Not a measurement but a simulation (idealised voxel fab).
Title: Process Module voxel gate over fins
Shown is cross-section cut, with a width of 155 nm and square cells of size 5 nm.
Cross-section format: a grid of square cells, given as bands from top to bottom; each band is one or more rows of cells.
What a band's entry tells you: where the top is and where the bottom is, as heights in nm, and after that what lies inside, material by material from left to right, each with its width in nm. Empty space is written as the word "empty", and a single material marked with the word "edge to edge" occupies the band from edge to edge.
Height datum 0, below which the as-received substrate wafer is one material. Lowest band open at the bottom, running downward: "0 down".
Width spec "30 to 40" -> top row of cells at first value, bottom row at second value, equal per-row change in between.
You'll sometimes find "nothing was modified" written for a step, and that's the way of saying that nowhere in the cross-section did a cell change during that step.
"Enclosed void inventory": empty spaces of 8 cells or more with no open way to the top, each given as width x height at distance, distance from the left edge, all in nm.
Note: text after step settings on the step line = simulator remark on that step.
overlay nm: right-of-plan distance of the mask on a masked step; negative values mean left-of-plan.
Each pair of cross-sections that follows straddles one process step: the one shows the state before the step, the other the state after it, down to the lowest band that changed and no further. The step in question, and its settings, are given under the pair. Note that a pair is not necessarily a continuation of the pair above it, since pairs can come from different runs of this module on the same starting wafer; it is a continuation only where its entry headed "Structure before processing" says so.

STRUCTURE BEFORE PROCESSING
    0 down: Si edge to edge
    Enclosed void inventory: none

SECTIONAL RESULT
    5 to 0: SiN edge to edge
    Heights below 0 show no change.
    Enclosed void inventory: none
It is this step that lies between the two cross-sections above: CONFORMAL_DEP [material SiN] [thk nm 5]

Structure before processing: just use the after drawing of the pair above as your starting point.

SECTIONAL RESULT
    20 to 5: 50 empty | 15 resist | 20 empty | 15 resist | 55 empty
    Heights below 5 show no change.
    Enclosed void inventory: none
It is this step that lies between the two cross-sections above: PATTERN [tone cover] [mask id FINS] [material resist] [width nm 15] [pitch nm 35] [thk nm 15] [overlay nm 0]

Structure before processing: just use the after drawing of the pair above as your starting point.

SECTIONAL RESULT
    20 to 5: 50 empty | 15 resist | 20 empty | 15 resist | 55 empty
    5 to 0: 50 empty | 15 SiN | 20 empty | 15 SiN | 55 empty
    Heights below 0 show no change.
    Enclosed void inventory: none
It is this step that lies between the two cross-sections above: DIRECTIONAL_ETCH [etch materials SiN] [depth nm 5]

Structure before processing: just use the after drawing of the pair above as your starting point.

SECTIONAL RESULT
    20 to 5: 50 empty | 15 resist | 20 empty | 15 resist | 55 empty
    5 to 0: 50 empty | 15 SiN | 20 empty | 15 SiN | 55 empty
    0 to -30: 50 empty | 15 Si | 20 empty | 15 Si | 55 empty
    Heights below -30 show no change.
    Enclosed void inventory: none
It is this step that lies between the two cross-sections above: DIRECTIONAL_ETCH [etch materials Si] [depth nm 30]

Structure before processing: just use the after drawing of the pair above as your starting point.

SECTIONAL RESULT
    5 to 0: 50 empty | 15 SiN | 20 empty | 15 SiN | 55 empty
    Heights below 0 show no change.
    Enclosed void inventory: none
It is this step that lies between the two cross-sections above: STRIP [etch materials resist]

Structure before processing: just use the after drawing of the pair above as your starting point.

SECTIONAL RESULT
    5 to 0: 50 empty | 15 SiN | 20 empty | 15 SiN | 55 empty
    0 to -30: 50 empty | 5 SiO2 | 5 Si | 5 SiO2 | 20 empty | 5 SiO2 | 5 Si | 5 SiO2 | 55 empty
    -30 to -35: 55 SiO2 | 5 Si | 30 SiO2 | 5 Si | 60 SiO2
    Heights below -35 show no change.
    Enclosed void inventory: none
It is this step that lies between the two cross-sections above: OXIDIZE [depth nm 5]

Structure before processing: just use the after drawing of the pair above as your starting point.

SECTIONAL RESULT
    20 to 5: SiO2 edge to edge
    5 to 0: 50 SiO2 | 15 SiN | 20 SiO2 | 15 SiN | 55 SiO2
    0 to -35: 55 SiO2 | 5 Si | 30 SiO2 | 5 Si | 60 SiO2
    Heights below -35 show no change.
    Enclosed void inventory: none
It is this step that lies between the two cross-sections above: FILL_DEP [material SiO2] [thk nm 15]

Structure before processing: just use the after drawing of the pair above as your starting point.

SECTIONAL RESULT
    5 to 0: 50 SiO2 | 15 SiN | 20 SiO2 | 15 SiN | 55 SiO2
    Heights below 0 show no change.
    Enclosed void inventory: none
It is this step that lies between the two cross-sections above: CMP [height nm 5]

Structure before processing: just use the after drawing of the pair above as your starting point.

SECTIONAL RESULT
    5 to 0: 50 empty | 15 SiN | 20 empty | 15 SiN | 55 empty
    0 to -10: 55 empty | 5 Si | 30 empty | 5 Si | 60 empty
    Heights below -10 show no change.
    Enclosed void inventory: none
It is this step that lies between the two cross-sections above: SELECTIVE_ETCH [etch materials SiO2] [depth nm 15]

Structure before processing: just use the after drawing of the pair above as your starting point.

SECTIONAL RESULT
    0 to -10: 55 empty | 5 Si | 30 empty | 5 Si | 60 empty
    Heights below -10 show no change.
    Enclosed void inventory: none
It is this step that lies between the two cross-sections above: STRIP [etch materials SiN]

Structure before processing: just use the after drawing of the pair above as your starting point.

SECTIONAL RESULT
    5 to 0: 50 empty | 15 HfO2 | 20 empty | 15 HfO2 | 55 empty
    0 to -5: 50 empty | 5 HfO2 | 5 Si | 5 HfO2 | 20 empty | 5 HfO2 | 5 Si | 5 HfO2 | 55 empty
    -5 to -10: 55 HfO2 | 5 Si | 30 HfO2 | 5 Si | 60 HfO2
    Heights below -10 show no change.
    Enclosed void inventory: none
It is this step that lies between the two cross-sections above: CONFORMAL_DEP [material HfO2] [thk nm 5]

Structure before processing: just use the after drawing of the pair above as your starting point.

SECTIONAL RESULT
    10 to 5: 45 empty | 25 TiN | 10 empty | 25 TiN | 50 empty
    5 to 0: 45 empty | 5 TiN | 15 HfO2 | 5 TiN | 10 empty | 5 TiN | 15 HfO2 | 5 TiN | 50 empty
    0 to -5: 50 TiN | 5 HfO2 | 5 Si | 5 HfO2 | 20 TiN | 5 HfO2 | 5 Si | 5 HfO2 | 55 TiN
    Heights below -5 show no change.
    Enclosed void inventory: none
It is this step that lies between the two cross-sections above: CONFORMAL_DEP [material TiN] [thk nm 5]

Structure before processing: just use the after drawing of the pair above as your starting point.

SECTIONAL RESULT
    20 to 10: W edge to edge
    10 to 5: 45 W | 25 TiN | 10 W | 25 TiN | 50 W
    5 to 0: 45 W | 5 TiN | 15 HfO2 | 5 TiN | 10 W | 5 TiN | 15 HfO2 | 5 TiN | 50 W
    Heights below 0 show no change.
    Enclosed void inventory: none
It is this step that lies between the two cross-sections above: FILL_DEP [material W] [thk nm 10]

Structure before processing: just use the after drawing of the pair above as your starting point.

SECTIONAL RESULT
    15 to 10: W edge to edge
    Heights below 10 show no change.
    Enclosed void inventory: none
It is this step that lies between the two cross-sections above: CMP [height nm 15]

Structure before processing: just use the after drawing of the pair above as your starting point.

SECTIONAL RESULT
    25 to 15: SiCN edge to edge
    Heights below 15 show no change.
    Enclosed void inventory: none
It is this step that lies between the two cross-sections above: CONFORMAL_DEP [material SiCN] [thk nm 10]

STRUCTURE BEFORE PROCESSING
    0 to -10: 55 empty | 5 Si | 30 empty | 5 Si | 60 empty
    -10 to -35: 55 SiO2 | 5 Si | 30 SiO2 | 5 Si | 60 SiO2
    -35 down: Si edge to edge
    Enclosed void inventory: none

SECTIONAL RESULT
    5 to 0: 50 empty | 15 TiN | 20 empty | 15 TiN | 55 empty
    0 to -5: 50 empty | 5 TiN | 5 Si | 5 TiN | 20 empty | 5 TiN | 5 Si | 5 TiN | 55 empty
    -5 to -10: 55 TiN | 5 Si | 30 TiN | 5 Si | 60 TiN
    Heights below -10 show no change.
    Enclosed void inventory: none
It is this step that lies between the two cross-sections above: CONFORMAL_DEP [material TiN] [thk nm 5]

Structure before processing: just use the after drawing of the pair above as your starting point.

SECTIONAL RESULT
    15 to 5: W edge to edge
    5 to 0: 50 W | 15 TiN | 20 W | 15 TiN | 55 W
    0 to -5: 50 W | 5 TiN | 5 Si | 5 TiN | 20 W | 5 TiN | 5 Si | 5 TiN | 55 W
    Heights below -5 show no change.
    Enclosed void inventory: none
It is this step that lies between the two cross-sections above: FILL_DEP [material W] [thk nm 10]

Structure before processing: just use the after drawing of the pair above as your starting point.

SECTIONAL RESULT
    25 to 15: SiCN edge to edge
    Heights below 15 show no change.
    Enclosed void inventory: none
It is this step that lies between the two cross-sections above: CONFORMAL_DEP [material SiCN] [thk nm 10]

STRUCTURE BEFORE PROCESSING
    5 to 0: 50 empty | 15 SiN | 20 empty | 15 SiN | 55 empty
    0 to -10: 55 empty | 5 Si | 30 empty | 5 Si | 60 empty
    -10 to -35: 55 SiO2 | 5 Si | 30 SiO2 | 5 Si | 60 SiO2
    -35 down: Si edge to edge
    Enclosed void inventory: none

SECTIONAL RESULT
    5 to 0: 50 empty | 15 SiN | 20 empty | 15 SiN | 55 empty
    0 to -25: 55 empty | 5 Si | 30 empty | 5 Si | 60 empty
    Heights below -25 show no change.
    Enclosed void inventory: none
It is this step that lies between the two cross-sections above: SELECTIVE_ETCH [etch materials SiO2] [depth nm 15]

Structure before processing: just use the after drawing of the pair above as your starting point.

SECTIONAL RESULT
    0 to -25: 55 empty | 5 Si | 30 empty | 5 Si | 60 empty
    Heights below -25 show no change.
    Enclosed void inventory: none
It is this step that lies between the two cross-sections above: STRIP [etch materials SiN]

Structure before processing: just use the after drawing of the pair above as your starting point.

SECTIONAL RESULT
    5 to 0: 50 empty | 15 HfO2 | 20 empty | 15 HfO2 | 55 empty
    0 to -20: 50 empty | 5 HfO2 | 5 Si | 5 HfO2 | 20 empty | 5 HfO2 | 5 Si | 5 HfO2 | 55 empty
    -20 to -25: 55 HfO2 | 5 Si | 30 HfO2 | 5 Si | 60 HfO2
    Heights below -25 show no change.
    Enclosed void inventory: none
It is this step that lies between the two cross-sections above: CONFORMAL_DEP [material HfO2] [thk nm 5]

Structure before processing: just use the after drawing of the pair above as your starting point.

SECTIONAL RESULT
    10 to 5: 45 empty | 25 TiN | 10 empty | 25 TiN | 50 empty
    5 to 0: 45 empty | 5 TiN | 15 HfO2 | 5 TiN | 10 empty | 5 TiN | 15 HfO2 | 5 TiN | 50 empty
    0 to -15: 45 empty | 5 TiN | 5 HfO2 | 5 Si | 5 HfO2 | 5 TiN | 10 empty | 5 TiN | 5 HfO2 | 5 Si | 5 HfO2 | 5 TiN | 50 empty
    -15 to -20: 50 TiN | 5 HfO2 | 5 Si | 5 HfO2 | 20 TiN | 5 HfO2 | 5 Si | 5 HfO2 | 55 TiN
    Heights below -20 show no change.
    Enclosed void inventory: none
It is this step that lies between the two cross-sections above: CONFORMAL_DEP [material TiN] [thk nm 5]

Structure before processing: just use the after drawing of the pair above as your starting point.

SECTIONAL RESULT
    20 to 10: W edge to edge
    10 to 5: 45 W | 25 TiN | 10 W | 25 TiN | 50 W
    5 to 0: 45 W | 5 TiN | 15 HfO2 | 5 TiN | 10 W | 5 TiN | 15 HfO2 | 5 TiN | 50 W
    0 to -15: 45 W | 5 TiN | 5 HfO2 | 5 Si | 5 HfO2 | 5 TiN | 10 W | 5 TiN | 5 HfO2 | 5 Si | 5 HfO2 | 5 TiN | 50 W
    Heights below -15 show no change.
    Enclosed void inventory: none
It is this step that lies between the two cross-sections above: FILL_DEP [material W] [thk nm 10]

Structure before processing: just use the after drawing of the pair above as your starting point.

SECTIONAL RESULT
    15 to 10: W edge to edge
    Heights below 10 show no change.
    Enclosed void inventory: none
It is this step that lies between the two cross-sections above: CMP [height nm 15]

Structure before processing: just use the after drawing of the pair above as your starting point.

SECTIONAL RESULT
    25 to 15: SiCN edge to edge
    Heights below 15 show no change.
    Enclosed void inventory: none
It is this step that lies between the two cross-sections above: CONFORMAL_DEP [material SiCN] [thk nm 10]

STRUCTURE BEFORE PROCESSING
    5 to 0: 50 SiO2 | 15 SiN | 20 SiO2 | 15 SiN | 55 SiO2
    0 to -35: 55 SiO2 | 5 Si | 30 SiO2 | 5 Si | 60 SiO2
    -35 down: Si edge to edge
    Enclosed void inventory: none

SECTIONAL RESULT
    5 to 0: 50 SiO2 | 15 empty | 20 SiO2 | 15 empty | 55 SiO2
    Heights below 0 show no change.
    Enclosed void inventory: none
It is this step that lies between the two cross-sections above: STRIP [etch materials SiN]

Structure before processing: just use the after drawing of the pair above as your starting point.

SECTIONAL RESULT
    0 to -10: 55 empty | 5 Si | 30 empty | 5 Si | 60 empty
    -10 to -15: 35 SiO2 | 20 empty | 5 Si | 30 empty | 5 Si | 20 empty | 40 SiO2
    Heights below -15 show no change.
    Enclosed void inventory: none
It is this step that lies between the two cross-sections above: SELECTIVE_ETCH [etch materials SiO2] [depth nm 15]

Structure before processing: just use the after drawing of the pair above as your starting point.

SECTIONAL RESULT
    5 to 0: 50 empty | 15 HfO2 | 20 empty | 15 HfO2 | 55 empty
    0 to -5: 50 empty | 5 HfO2 | 5 Si | 5 HfO2 | 20 empty | 5 HfO2 | 5 Si | 5 HfO2 | 55 empty
    -5 to -10: 40 HfO2 | 10 empty | 5 HfO2 | 5 Si | 5 HfO2 | 20 empty | 5 HfO2 | 5 Si | 5 HfO2 | 10 empty | 45 HfO2
    -10 to -15: 35 SiO2 | 20 HfO2 | 5 Si | 30 HfO2 | 5 Si | 20 HfO2 | 40 SiO2
    Heights below -15 show no change.
    Enclosed void inventory: none
It is this step that lies between the two cross-sections above: CONFORMAL_DEP [material HfO2] [thk nm 5]

Structure before processing: just use the after drawing of the pair above as your starting point.

SECTIONAL RESULT
    10 to 5: 45 empty | 25 TiN | 10 empty | 25 TiN | 50 empty
    5 to 0: 45 empty | 5 TiN | 15 HfO2 | 5 TiN | 10 empty | 5 TiN | 15 HfO2 | 5 TiN | 50 empty
    0 to -5: 50 TiN | 5 HfO2 | 5 Si | 5 HfO2 | 5 TiN | 10 empty | 5 TiN | 5 HfO2 | 5 Si | 5 HfO2 | 55 TiN
    -5 to -10: 40 HfO2 | 10 TiN | 5 HfO2 | 5 Si | 5 HfO2 | 20 TiN | 5 HfO2 | 5 Si | 5 HfO2 | 10 TiN | 45 HfO2
    Heights below -10 show no change.
    Enclosed void inventory: none
It is this step that lies between the two cross-sections above: CONFORMAL_DEP [material TiN] [thk nm 5]

Structure before processing: just use the after drawing of the pair above as your starting point.

SECTIONAL RESULT
    20 to 10: W edge to edge
    10 to 5: 45 W | 25 TiN | 10 W | 25 TiN | 50 W
    5 to 0: 45 W | 5 TiN | 15 HfO2 | 5 TiN | 10 W | 5 TiN | 15 HfO2 | 5 TiN | 50 W
    0 to -5: 50 TiN | 5 HfO2 | 5 Si | 5 HfO2 | 5 TiN | 10 W | 5 TiN | 5 HfO2 | 5 Si | 5 HfO2 | 55 TiN
    Heights below -5 show no change.
    Enclosed void inventory: none
It is this step that lies between the two cross-sections above: FILL_DEP [material W] [thk nm 10]

Structure before processing: just use the after drawing of the pair above as your starting point.

SECTIONAL RESULT
    15 to 10: W edge to edge
    Heights below 10 show no change.
    Enclosed void inventory: none
It is this step that lies between the two cross-sections above: CMP [height nm 15]

Structure before processing: just use the after drawing of the pair above as your starting point.

SECTIONAL RESULT
    25 to 15: SiCN edge to edge
    Heights below 15 show no change.
    Enclosed void inventory: none
It is this step that lies between the two cross-sections above: CONFORMAL_DEP [material SiCN] [thk nm 10]

STRUCTURE BEFORE PROCESSING
    20 to 10: W edge to edge
    10 to 5: 45 W | 25 TiN | 10 W | 25 TiN | 50 W
    5 to 0: 45 W | 5 TiN | 15 HfO2 | 5 TiN | 10 W | 5 TiN | 15 HfO2 | 5 TiN | 50 W
    0 to -5: 50 TiN | 5 HfO2 | 5 Si | 5 HfO2 | 20 TiN | 5 HfO2 | 5 Si | 5 HfO2 | 55 TiN
    -5 to -10: 55 HfO2 | 5 Si | 30 HfO2 | 5 Si | 60 HfO2
    -10 to -35: 55 SiO2 | 5 Si | 30 SiO2 | 5 Si | 60 SiO2
    -35 down: Si edge to edge
    Enclosed void inventory: none

SECTIONAL RESULT
    10 to 5: 45 W | 25 TiN | 10 W | 25 TiN | 50 W
    Heights below 5 show no change.
    Enclosed void inventory: none
It is this step that lies between the two cross-sections above: CMP [height nm 10]

Structure before processing: just use the after drawing of the pair above as your starting point.

SECTIONAL RESULT
    20 to 10: SiCN edge to edge
    Heights below 10 show no change.
    Enclosed void inventory: none
It is this step that lies between the two cross-sections above: CONFORMAL_DEP [material SiCN] [thk nm 10]

STRUCTURE BEFORE PROCESSING
    5 to 0: SiN edge to edge
    0 down: Si edge to edge
    Enclosed void inventory: none

SECTIONAL RESULT
    20 to 5: 50 empty | 20 resist | 15 empty | 20 resist | 50 empty
    Heights below 5 show no change.
    Enclosed void inventory: none
It is this step that lies between the two cross-sections above: PATTERN [tone cover] [mask id FINS] [material resist] [width nm 20] [pitch nm 35] [thk nm 15] [overlay nm 0]

Structure before processing: just use the after drawing of the pair above as your starting point.

SECTIONAL RESULT
    20 to 5: 50 empty | 20 resist | 15 empty | 20 resist | 50 empty
    5 to 0: 50 empty | 20 SiN | 15 empty | 20 SiN | 50 empty
    Heights below 0 show no change.
    Enclosed void inventory: none
It is this step that lies between the two cross-sections above: DIRECTIONAL_ETCH [etch materials SiN] [depth nm 5]

Structure before processing: just use the after drawing of the pair above as your starting point.

SECTIONAL RESULT
    20 to 5: 50 empty | 20 resist | 15 empty | 20 resist | 50 empty
    5 to 0: 50 empty | 20 SiN | 15 empty | 20 SiN | 50 empty
    0 to -30: 50 empty | 20 Si | 15 empty | 20 Si | 50 empty
    Heights below -30 show no change.
    Enclosed void inventory: none
It is this step that lies between the two cross-sections above: DIRECTIONAL_ETCH [etch materials Si] [depth nm 30]

Structure before processing: just use the after drawing of the pair above as your starting point.

SECTIONAL RESULT
    5 to 0: 50 empty | 20 SiN | 15 empty | 20 SiN | 50 empty
    Heights below 0 show no change.
    Enclosed void inventory: none
It is this step that lies between the two cross-sections above: STRIP [etch materials resist]

Structure before processing: just use the after drawing of the pair above as your starting point.

SECTIONAL RESULT
    5 to 0: 50 empty | 20 SiN | 15 empty | 20 SiN | 50 empty
    0 to -30: 50 empty | 5 SiO2 | 10 Si | 5 SiO2 | 15 empty | 5 SiO2 | 10 Si | 5 SiO2 | 50 empty
    -30 to -35: 55 SiO2 | 10 Si | 25 SiO2 | 10 Si | 55 SiO2
    Heights below -35 show no change.
    Enclosed void inventory: none
It is this step that lies between the two cross-sections above: OXIDIZE [depth nm 5]

Structure before processing: just use the after drawing of the pair above as your starting point.

SECTIONAL RESULT
    20 to 5: SiO2 edge to edge
    5 to 0: 50 SiO2 | 20 SiN | 15 SiO2 | 20 SiN | 50 SiO2
    0 to -35: 55 SiO2 | 10 Si | 25 SiO2 | 10 Si | 55 SiO2
    Heights below -35 show no change.
    Enclosed void inventory: none
It is this step that lies between the two cross-sections above: FILL_DEP [material SiO2] [thk nm 15]

Structure before processing: just use the after drawing of the pair above as your starting point.

SECTIONAL RESULT
    5 to 0: 50 SiO2 | 20 SiN | 15 SiO2 | 20 SiN | 50 SiO2
    Heights below 0 show no change.
    Enclosed void inventory: none
It is this step that lies between the two cross-sections above: CMP [height nm 5]

Structure before processing: just use the after drawing of the pair above as your starting point.

SECTIONAL RESULT
    5 to 0: 50 empty | 20 SiN | 15 empty | 20 SiN | 50 empty
    0 to -10: 55 empty | 10 Si | 25 empty | 10 Si | 55 empty
    Heights below -10 show no change.
    Enclosed void inventory: none
It is this step that lies between the two cross-sections above: SELECTIVE_ETCH [etch materials SiO2] [depth nm 15]

Structure before processing: just use the after drawing of the pair above as your starting point.

SECTIONAL RESULT
    0 to -10: 55 empty | 10 Si | 25 empty | 10 Si | 55 empty
    Heights below -10 show no change.
    Enclosed void inventory: none
It is this step that lies between the two cross-sections above: STRIP [etch materials SiN]

Structure before processing: just use the after drawing of the pair above as your starting point.

SECTIONAL RESULT
    5 to 0: 50 empty | 20 HfO2 | 15 empty | 20 HfO2 | 50 empty
    0 to -5: 50 empty | 5 HfO2 | 10 Si | 5 HfO2 | 15 empty | 5 HfO2 | 10 Si | 5 HfO2 | 50 empty
    -5 to -10: 55 HfO2 | 10 Si | 25 HfO2 | 10 Si | 55 HfO2
    Heights below -10 show no change.
    Enclosed void inventory: none
It is this step that lies between the two cross-sections above: CONFORMAL_DEP [material HfO2] [thk nm 5]

Structure before processing: just use the after drawing of the pair above as your starting point.

SECTIONAL RESULT
    10 to 5: 45 empty | 30 TiN | 5 empty | 30 TiN | 45 empty
    5 to 0: 45 empty | 5 TiN | 20 HfO2 | 5 TiN | 5 empty | 5 TiN | 20 HfO2 | 5 TiN | 45 empty
    0 to -5: 50 TiN | 5 HfO2 | 10 Si | 5 HfO2 | 15 TiN | 5 HfO2 | 10 Si | 5 HfO2 | 50 TiN
    Heights below -5 show no change.
    Enclosed void inventory: none
It is this step that lies between the two cross-sections above: CONFORMAL_DEP [material TiN] [thk nm 5]

Structure before processing: just use the after drawing of the pair above as your starting point.

SECTIONAL RESULT
    20 to 10: W edge to edge
    10 to 5: 45 W | 30 TiN | 5 W | 30 TiN | 45 W
    5 to 0: 45 W | 5 TiN | 20 HfO2 | 5 TiN | 5 W | 5 TiN | 20 HfO2 | 5 TiN | 45 W
    Heights below 0 show no change.
    Enclosed void inventory: none
It is this step that lies between the two cross-sections above: FILL_DEP [material W] [thk nm 10]

Structure before processing: just use the after drawing of the pair above as your starting point.

SECTIONAL RESULT
    15 to 10: W edge to edge
    Heights below 10 show no change.
    Enclosed void inventory: none
It is this step that lies between the two cross-sections above: CMP [height nm 15]

Structure before processing: just use the after drawing of the pair above as your starting point.

SECTIONAL RESULT
    25 to 15: SiCN edge to edge
    Heights below 15 show no change.
    Enclosed void inventory: none
It is this step that lies between the two cross-sections above: CONFORMAL_DEP [material SiCN] [thk nm 10]

STRUCTURE BEFORE PROCESSING
    5 to 0: SiN edge to edge
    0 down: Si edge to edge
    Enclosed void inventory: none

SECTIONAL RESULT
    20 to 5: 60 empty | 15 resist | 20 empty | 15 resist | 45 empty
    Heights below 5 show no change.
    Enclosed void inventory: none
It is this step that lies between the two cross-sections above: PATTERN [tone cover] [mask id FINS] [material resist] [width nm 15] [pitch nm 35] [thk nm 15] [overlay nm 10]

Structure before processing: just use the after drawing of the pair above as your starting point.

SECTIONAL RESULT
    20 to 5: 60 empty | 15 resist | 20 empty | 15 resist | 45 empty
    5 to 0: 60 empty | 15 SiN | 20 empty | 15 SiN | 45 empty
    Heights below 0 show no change.
    Enclosed void inventory: none
It is this step that lies between the two cross-sections above: DIRECTIONAL_ETCH [etch materials SiN] [depth nm 5]

Structure before processing: just use the after drawing of the pair above as your starting point.

SECTIONAL RESULT
    20 to 5: 60 empty | 15 resist | 20 empty | 15 resist | 45 empty
    5 to 0: 60 empty | 15 SiN | 20 empty | 15 SiN | 45 empty
    0 to -30: 60 empty | 15 Si | 20 empty | 15 Si | 45 empty
    Heights below -30 show no change.
    Enclosed void inventory: none
It is this step that lies between the two cross-sections above: DIRECTIONAL_ETCH [etch materials Si] [depth nm 30]

Structure before processing: just use the after drawing of the pair above as your starting point.

SECTIONAL RESULT
    5 to 0: 60 empty | 15 SiN | 20 empty | 15 SiN | 45 empty
    Heights below 0 show no change.
    Enclosed void inventory: none
It is this step that lies between the two cross-sections above: STRIP [etch materials resist]

Structure before processing: just use the after drawing of the pair above as your starting point.

SECTIONAL RESULT
    5 to 0: 60 empty | 15 SiN | 20 empty | 15 SiN | 45 empty
    0 to -30: 60 empty | 5 SiO2 | 5 Si | 5 SiO2 | 20 empty | 5 SiO2 | 5 Si | 5 SiO2 | 45 empty
    -30 to -35: 65 SiO2 | 5 Si | 30 SiO2 | 5 Si | 50 SiO2
    Heights below -35 show no change.
    Enclosed void inventory: none
It is this step that lies between the two cross-sections above: OXIDIZE [depth nm 5]

Structure before processing: just use the after drawing of the pair above as your starting point.

SECTIONAL RESULT
    20 to 5: SiO2 edge to edge
    5 to 0: 60 SiO2 | 15 SiN | 20 SiO2 | 15 SiN | 45 SiO2
    0 to -35: 65 SiO2 | 5 Si | 30 SiO2 | 5 Si | 50 SiO2
    Heights below -35 show no change.
    Enclosed void inventory: none
It is this step that lies between the two cross-sections above: FILL_DEP [material SiO2] [thk nm 15]

Structure before processing: just use the after drawing of the pair above as your starting point.

SECTIONAL RESULT
    5 to 0: 60 SiO2 | 15 SiN | 20 SiO2 | 15 SiN | 45 SiO2
    Heights below 0 show no change.
    Enclosed void inventory: none
It is this step that lies between the two cross-sections above: CMP [height nm 5]

Structure before processing: just use the after drawing of the pair above as your starting point.

SECTIONAL RESULT
    5 to 0: 60 empty | 15 SiN | 20 empty | 15 SiN | 45 empty
    0 to -10: 65 empty | 5 Si | 30 empty | 5 Si | 50 empty
    Heights below -10 show no change.
    Enclosed void inventory: none
It is this step that lies between the two cross-sections above: SELECTIVE_ETCH [etch materials SiO2] [depth nm 15]

Structure before processing: just use the after drawing of the pair above as your starting point.

SECTIONAL RESULT
    0 to -10: 65 empty | 5 Si | 30 empty | 5 Si | 50 empty
    Heights below -10 show no change.
    Enclosed void inventory: none
It is this step that lies between the two cross-sections above: STRIP [etch materials SiN]

Structure before processing: just use the after drawing of the pair above as your starting point.

SECTIONAL RESULT
    5 to 0: 60 empty | 15 HfO2 | 20 empty | 15 HfO2 | 45 empty
    0 to -5: 60 empty | 5 HfO2 | 5 Si | 5 HfO2 | 20 empty | 5 HfO2 | 5 Si | 5 HfO2 | 45 empty
    -5 to -10: 65 HfO2 | 5 Si | 30 HfO2 | 5 Si | 50 HfO2
    Heights below -10 show no change.
    Enclosed void inventory: none
It is this step that lies between the two cross-sections above: CONFORMAL_DEP [material HfO2] [thk nm 5]

Structure before processing: just use the after drawing of the pair above as your starting point.

SECTIONAL RESULT
    10 to 5: 55 empty | 25 TiN | 10 empty | 25 TiN | 40 empty
    5 to 0: 55 empty | 5 TiN | 15 HfO2 | 5 TiN | 10 empty | 5 TiN | 15 HfO2 | 5 TiN | 40 empty
    0 to -5: 60 TiN | 5 HfO2 | 5 Si | 5 HfO2 | 20 TiN | 5 HfO2 | 5 Si | 5 HfO2 | 45 TiN
    Heights below -5 show no change.
    Enclosed void inventory: none
It is this step that lies between the two cross-sections above: CONFORMAL_DEP [material TiN] [thk nm 5]

Structure before processing: just use the after drawing of the pair above as your starting point.

SECTIONAL RESULT
    20 to 10: W edge to edge
    10 to 5: 55 W | 25 TiN | 10 W | 25 TiN | 40 W
    5 to 0: 55 W | 5 TiN | 15 HfO2 | 5 TiN | 10 W | 5 TiN | 15 HfO2 | 5 TiN | 40 W
    Heights below 0 show no change.
    Enclosed void inventory: none
It is this step that lies between the two cross-sections above: FILL_DEP [material W] [thk nm 10]

Structure before processing: just use the after drawing of the pair above as your starting point.

SECTIONAL RESULT
    15 to 10: W edge to edge
    Heights below 10 show no change.
    Enclosed void inventory: none
It is this step that lies between the two cross-sections above: CMP [height nm 15]

Structure before processing: just use the after drawing of the pair above as your starting point.

SECTIONAL RESULT
    25 to 15: SiCN edge to edge
    Heights below 15 show no change.
    Enclosed void inventory: none
It is this step that lies between the two cross-sections above: CONFORMAL_DEP [material SiCN] [thk nm 10]

STRUCTURE BEFORE PROCESSING
    5 to 0: 50 empty | 15 HfO2 | 20 empty | 15 HfO2 | 55 empty
    0 to -5: 50 empty | 5 HfO2 | 5 Si | 5 HfO2 | 20 empty | 5 HfO2 | 5 Si | 5 HfO2 | 55 empty
    -5 to -10: 55 HfO2 | 5 Si | 30 HfO2 | 5 Si | 60 HfO2
    -10 to -35: 55 SiO2 | 5 Si | 30 SiO2 | 5 Si | 60 SiO2
    -35 down: Si edge to edge
    Enclosed void inventory: none

SECTIONAL RESULT
    10 to 5: 45 empty | 25 SiO2 | 10 empty | 25 SiO2 | 50 empty
    5 to 0: 45 empty | 5 SiO2 | 15 HfO2 | 5 SiO2 | 10 empty | 5 SiO2 | 15 HfO2 | 5 SiO2 | 50 empty
    0 to -5: 50 SiO2 | 5 HfO2 | 5 Si | 5 HfO2 | 20 SiO2 | 5 HfO2 | 5 Si | 5 HfO2 | 55 SiO2
    Heights below -5 show no change.
    Enclosed void inventory: none
It is this step that lies between the two cross-sections above: CONFORMAL_DEP [material SiO2] [thk nm 5]

Structure before processing: just use the after drawing of the pair above as your starting point.

SECTIONAL RESULT
    20 to 10: W edge to edge
    10 to 5: 45 W | 25 SiO2 | 10 W | 25 SiO2 | 50 W
    5 to 0: 45 W | 5 SiO2 | 15 HfO2 | 5 SiO2 | 10 W | 5 SiO2 | 15 HfO2 | 5 SiO2 | 50 W
    Heights below 0 show no change.
    Enclosed void inventory: none
It is this step that lies between the two cross-sections above: FILL_DEP [material W] [thk nm 10]

Structure before processing: just use the after drawing of the pair above as your starting point.

SECTIONAL RESULT
    15 to 10: W edge to edge
    Heights below 10 show no change.
    Enclosed void inventory: none
It is this step that lies between the two cross-sections above: CMP [height nm 15]

Structure before processing: just use the after drawing of the pair above as your starting point.

SECTIONAL RESULT
    25 to 15: SiCN edge to edge
    Heights below 15 show no change.
    Enclosed void inventory: none
It is this step that lies between the two cross-sections above: CONFORMAL_DEP [material SiCN] [thk nm 10]

STRUCTURE BEFORE PROCESSING
    5 to 0: SiN edge to edge
    0 down: Si edge to edge
    Enclosed void inventory: none

SECTIONAL RESULT
    20 to 5: 50 resist | 15 empty | 20 resist | 15 empty | 55 resist
    Heights below 5 show no change.
    Enclosed void inventory: none
It is this step that lies between the two cross-sections above: PATTERN [tone open] [mask id FINS] [material resist] [width nm 15] [pitch nm 35] [thk nm 15] [overlay nm 0]

Structure before processing: just use the after drawing of the pair above as your starting point.

SECTIONAL RESULT
    20 to 5: 50 resist | 15 empty | 20 resist | 15 empty | 55 resist
    5 to 0: 50 SiN | 15 empty | 20 SiN | 15 empty | 55 SiN
    Heights below 0 show no change.
    Enclosed void inventory: none
It is this step that lies between the two cross-sections above: DIRECTIONAL_ETCH [etch materials SiN] [depth nm 5]

Structure before processing: just use the after drawing of the pair above as your starting point.

SECTIONAL RESULT
    20 to 5: 50 resist | 15 empty | 20 resist | 15 empty | 55 resist
    5 to 0: 50 SiN | 15 empty | 20 SiN | 15 empty | 55 SiN
    0 to -30: 50 Si | 15 empty | 20 Si | 15 empty | 55 Si
    Heights below -30 show no change.
    Enclosed void inventory: none
It is this step that lies between the two cross-sections above: DIRECTIONAL_ETCH [etch materials Si] [depth nm 30]
